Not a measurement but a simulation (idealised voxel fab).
Proc. module: voxel self aligned vias
265 nm wide, 5 nm square cells: that's cross-section cut.
For the purposes of this document, a cross-section shall be understood as a grid of square cells, specified as bands listed in top-to-bottom order, each band consisting of one or more rows of cells.
The entry gives the band's vertical extent as a top height and a bottom height in nm, then its horizontal make-up as materials from left to right, each with a width in nm. "air" stands for empty space; a single material marked "everywhere" fills the band edge to edge.
Heads up on the height convention: 0 is the point under which the incoming wafer is all one material, and the lowest band has no bottom, it just keeps going down, like "top 0, no bottom".
Read "30..40" as a graded width: first number on top, second number at the bottom, same change between each pair of neighbouring rows.
The cross-section has no changed cell in any step marked "nothing different".
"Entrapped voids" enumerates empty spaces isolated from the top, with no open way to it, that contain at least 8 cells, giving each as width x height at distance from the left edge, all three in nm.
On a step's line, text after the settings is the simulator commenting on that step.
Among the settings permitted on a step's line is "overlay nm"; applied to a step with a mask, it specifies the extent to which the mask lay to the right of its planned position, whereas a negative figure signifies a position to the left.

### Listed below are the process steps as planned
1: RECEIVE, material Si
2: CONFORMAL_DEP, material SiO2, thk nm 10
3: CONFORMAL_DEP, material SiCN, thk nm 5
4: DIRECTIONAL_DEP, material lowk, thk nm 25
5: MASKED_ETCH, tone open, mask id LINES, width nm 25, pitch nm 65, etch materials lowk, depth nm 25, overlay nm 0
6: CONFORMAL_DEP, material TiN, thk nm 5
7: FILL_DEP, material W, thk nm 5
8: CMP, height nm 40
9: SELECTIVE_ETCH, etch materials W Ru TiN, depth nm 10
10: FILL_DEP, material SiN, thk nm 10
11: CMP, height nm 40
12: DIRECTIONAL_DEP, material lowk, thk nm 15
13: DIRECTIONAL_DEP, material aC, thk nm 15
14: PATTERN, tone open, mask id VIAS, material resist, width nm 35, pitch nm 130, thk nm 30, overlay nm 0
15: DIRECTIONAL_ETCH, etch materials aC, depth nm 15
16: STRIP, etch materials resist
17: DIRECTIONAL_ETCH, etch materials lowk, depth nm 15
18: DIRECTIONAL_ETCH, etch materials SiN, depth nm 10
19: STRIP, etch materials aC
20: CONFORMAL_DEP, material TiN, thk nm 5
21: FILL_DEP, material Cu, thk nm 5
22: CMP, height nm 55
23: CONFORMAL_DEP, material SiCN, thk nm 5

### Step 1 complete: cross-section of the wafer as received
> top 0, no bottom  Si everywhere
> Entrapped voids: none

### Final wafer profile in cross-section after the module, from the same start and plan as above, with one mistake made during processing
> top 60, bottom 55  SiCN everywhere
> top 55, bottom 45  lowk: 50 | TiN: 5 | Cu: 25 | TiN: 5 | lowk: 95 | TiN: 5 | Cu: 25 | TiN: 5 | lowk: 50
> top 45, bottom 40  lowk: 50 | TiN: 35 | lowk: 95 | TiN: 35 | lowk: 50
> top 40, bottom 30  lowk: 55 | TiN: 5 | SiCN: 15 | TiN: 5 | lowk: 40 | SiN: 5 | SiCN: 15 | SiN: 5 | lowk: 40 | TiN: 5 | SiCN: 15 | TiN: 5 | lowk: 55
> top 30, bottom 20  lowk: 55 | TiN: 5 | SiCN: 15 | TiN: 5 | lowk: 40 | TiN: 5 | SiCN: 15 | TiN: 5 | lowk: 40 | TiN: 5 | SiCN: 15 | TiN: 5 | lowk: 55
> top 20, bottom 15  lowk: 55 | TiN: 25 | lowk: 40 | TiN: 25 | lowk: 40 | TiN: 25 | lowk: 55
> top 15, bottom 10  SiCN everywhere
> top 10, bottom 0  SiO2 everywhere
> top 0, no bottom  Si everywhere
> Entrapped voids: none
Where did the run depart from the plan? contrary to plan, step 7 was performed as FILL_DEP, material SiCN, thk nm 5
